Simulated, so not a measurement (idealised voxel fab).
A process module follows: voxel transistor to metal.
Section cut is 205 nm wide and gridded with 5 nm square cells.
When this document writes out a cross-section, it uses a grid of square cells and lists it as bands, beginning at the top and moving down, with a band standing for one or more rows of cells. For a band, the entry starts with two heights in nm, that of the top and then that of the bottom, and carries on with the band's materials in order from left to right, each alongside its width in nm; the word "throughout" beside a single material means it fills the band edge to edge, and "blank" means empty space. Convention: height 0 is the level below which the wafer, as received, is all one material. The lowest band does not terminate at the bottom but continues downward, represented as "0 -> down". With a width like "30..40", each row of cells in the band differs from the next by the same amount, the top row carrying the first number and the bottom row the second. You'll sometimes find "nothing different" written for a step, and that's the way of saying that nowhere in the cross-section did a cell change during that step. The entry "Enclosed void list" lists the empty spaces that cover at least 8 cells and have no open path to the top. Each is written as width x height at distance, where the distance is measured from the left edge and all three values are in nm. Formally, on a step line, whatever follows the settings is a remark that the simulator itself makes on the step. overlay nm: where the mask lay relative to plan, measured to the right, on steps with a mask; negatives go left.
STEPS IN THE PROCESS PLAN
- 1: RECEIVE: material Si
- 2: OXIDIZE: depth nm 5
- 3: CONFORMAL_DEP: material SiN, thk nm 10
- 4: PATTERN: tone cover, mask id ACTIVE, material resist, width nm 110, thk nm 15, overlay nm 0
- 5: DIRECTIONAL_ETCH: etch materials SiN, depth nm 10
- 6: DIRECTIONAL_ETCH: etch materials SiO2, depth nm 5
- 7: DIRECTIONAL_ETCH: etch materials Si, depth nm 35
- 8: STRIP: etch materials resist
- 9: OXIDIZE: depth nm 5
- 10: FILL_DEP: material SiO2, thk nm 15
- 11: CMP: height nm 10
- 12: SELECTIVE_ETCH: etch materials SiO2, depth nm 10
- 13: STRIP: etch materials SiN
- 14: SELECTIVE_ETCH: etch materials SiO2, depth nm 5
- 15: OXIDIZE: depth nm 5
- 16: DIRECTIONAL_DEP: material polySi, thk nm 25
- 17: DIRECTIONAL_DEP: material SiCN, thk nm 15
- 18: MASKED_ETCH: tone cover, mask id GATE, width nm 20, etch materials SiCN, depth nm 25, overlay nm 0
- 19: MASKED_ETCH: tone cover, mask id GATE, width nm 20, etch materials polySi, depth nm 35, overlay nm 0
- 20: CONFORMAL_DEP: material SiN, thk nm 5
- 21: DIRECTIONAL_ETCH: etch materials SiN, depth nm 5
- 22: DIRECTIONAL_ETCH: etch materials SiO2, depth nm 5
- 23: DIRECTIONAL_ETCH: etch materials Si, depth nm 5
- 24: EPI: material pSi, thk nm 10
- 25: FILL_DEP: material SiO2, thk nm 10
- 26: CMP: height nm 35
- 27: DIRECTIONAL_DEP: material SiO2, thk nm 10
- 28: DIRECTIONAL_DEP: material aC, thk nm 15
- 29: PATTERN: tone open, mask id CONTACT, material resist, width nm 15, pitch nm 75, thk nm 30, overlay nm 0
- 30: DIRECTIONAL_ETCH: etch materials aC, depth nm 15
- 31: STRIP: etch materials resist
- 32: DIRECTIONAL_ETCH: etch materials SiO2, depth nm 50
- 33: STRIP: etch materials aC
- 34: CONFORMAL_DEP: material TiN, thk nm 5
- 35: FILL_DEP: material W, thk nm 5
- 36: CMP: height nm 45
- 37: DIRECTIONAL_DEP: material TiN, thk nm 5
- 38: DIRECTIONAL_DEP: material W, thk nm 25
- 39: PATTERN: tone cover, mask id METAL_1, material resist, width nm 15, pitch nm 75, thk nm 15, overlay nm 0
- 40: DIRECTIONAL_ETCH: etch materials W, depth nm 25
- 41: DIRECTIONAL_ETCH: etch materials TiN, depth nm 5
- 42: STRIP: etch materials resist
- 43: FILL_DEP: material lowk, thk nm 10
- 44: CMP: height nm 75
- 45: CONFORMAL_DEP: material SiCN, thk nm 5
- 46: DIRECTIONAL_DEP: material lowk, thk nm 35
- 47: MASKED_ETCH: tone open, mask id METAL_2, width nm 15, pitch nm 75, etch materials lowk, depth nm 20, overlay nm 0
- 48: MASKED_ETCH: tone open, mask id METAL_2_HOLES, width nm 15, pitch nm 75, etch materials lowk, depth nm 15, overlay nm 0
- 49: MASKED_ETCH: tone open, mask id METAL_2_HOLES, width nm 15, pitch nm 75, etch materials SiCN, depth nm 5, overlay nm 0
- 50: CONFORMAL_DEP: material TiN, thk nm 5
- 51: FILL_DEP: material Cu, thk nm 5
- 52: CMP: height nm 115
- 53: CONFORMAL_DEP: material SiN, thk nm 5
THE CROSS-SECTION HERE SHOWS THE WAFER AS RECEIVED, I.E. IN ITS STATE AFTER STEP 1
    0 -> down: Si throughout
    Enclosed void list: none
STARTING STRUCTURE AND PROCESS PLAN ARE AS SHOWN ABOVE, BUT ONE MISTAKE WAS MADE IN RUNNING THE MODULE; THE WAFER CROSS-SECTION AT THE END OF THE MODULE FOLLOWS
    120 -> 115: SiN throughout
    115 -> 80: lowk 55 nm; TiN 5 nm; Cu 5 nm; TiN 5 nm; lowk 60 nm; TiN 5 nm; Cu 5 nm; TiN 5 nm; lowk 60 nm
    80 -> 75: SiCN 55 nm; TiN 15 nm; SiCN 60 nm; TiN 15 nm; SiCN 60 nm
    75 -> 70: lowk 55 nm; TiN 15 nm; lowk 60 nm; TiN 15 nm; lowk 60 nm
    70 -> 45: W throughout
    45 -> 35: SiO2 55 nm; TiN 5 nm; W 5 nm; TiN 5 nm; SiO2 60 nm; TiN 5 nm; W 5 nm; TiN 5 nm; SiO2 60 nm
    35 -> 20: SiO2 55 nm; TiN 5 nm; W 5 nm; TiN 5 nm; SiO2 15 nm; SiN 5 nm; SiCN 20 nm; SiN 5 nm; SiO2 15 nm; TiN 5 nm; W 5 nm; TiN 5 nm; SiO2 60 nm
    20 -> 0: SiO2 55 nm; TiN 5 nm; W 5 nm; TiN 5 nm; SiO2 15 nm; SiN 5 nm; polySi 20 nm; SiN 5 nm; SiO2 15 nm; TiN 5 nm; W 5 nm; TiN 5 nm; SiO2 60 nm
    0 -> -5: SiO2 55 nm; TiN 15 nm; SiO2 5 nm; pSi 10 nm; SiN 5 nm; polySi 20 nm; SiN 5 nm; pSi 10 nm; SiO2 5 nm; TiN 15 nm; SiO2 60 nm
    -5 -> -10: SiO2 45 nm; pSi 40 nm; SiO2 30 nm; pSi 40 nm; SiO2 50 nm
    -10 -> -15: SiO2 50 nm; pSi 35 nm; Si 30 nm; pSi 35 nm; SiO2 55 nm
    -15 -> -45: SiO2 50 nm; Si 100 nm; SiO2 55 nm
    -45 -> down: Si throughout
    Enclosed void list: none
What went wrong in running the wafer? steps 37 and 38 traded places in the executed sequence
